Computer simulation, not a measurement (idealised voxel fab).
process module | voxel released beams
cross-section cut | 245 nm wide | cells 5 nm
A cross-section is a grid of square cells, given in bands from the top down. A band is one or more rows of cells.
Each band's line starts with the height of the band's top and of its bottom, in nm. Then come its materials from left to right, each with its width in nm. One material with "throughout" fills the band from edge to edge. "air" is empty space.
Height 0 is the level under which the wafer as received is all one material. The lowest band goes on downwards, as in "0 down".
A width such as "30 to 40" changes by the same amount from each row of cells to the next, from the band's top row to its bottom row.
"no change" after a step means that no cell of the cross-section changed.
closed voids: empty space of 8 cells or more with no open way to the top, each as width x height at its distance from the left edge, in nm
after a step's settings: what the simulator itself notes on the step
overlay nm, on a step with a mask: how far to the right of its planned place the mask lay; to the left if negative
plan
1 op RECEIVE | material Si
2 op CONFORMAL_DEP | material SiN | thk nm 5
3 op DIRECTIONAL_DEP | material SiO2 | thk nm 10
4 op DIRECTIONAL_DEP | material aC | thk nm 15
5 op PATTERN | tone open | mask id ANCHOR | material resist | width nm 35 | thk nm 35 | overlay nm 0
6 op DIRECTIONAL_ETCH | etch materials aC | depth nm 15
7 op STRIP | etch materials resist
8 op DIRECTIONAL_ETCH | etch materials SiO2 | depth nm 10
9 op STRIP | etch materials aC
10 op CONFORMAL_DEP | material polySi | thk nm 15
11 op PATTERN | tone cover | mask id BEAM | material resist | width nm 110 | thk nm 15 | overlay nm 0
12 op DIRECTIONAL_ETCH | etch materials polySi | depth nm 15
13 op STRIP | etch materials resist
14 op STRIP | etch materials SiO2
as received, after step 1
  0 down: Si throughout
  closed voids: none
a wafer at the end: this start, this plan, one mistake
  25 to 15: air 65 | polySi 15 | air 15 | polySi 80 | air 70
  15 to 5: air 70 | polySi 35 | air 140
  5 to 0: SiN throughout
  0 down: Si throughout
  closed voids: none
what went wrong: step 10 ran as: op CONFORMAL_DEP | material polySi | thk nm 10
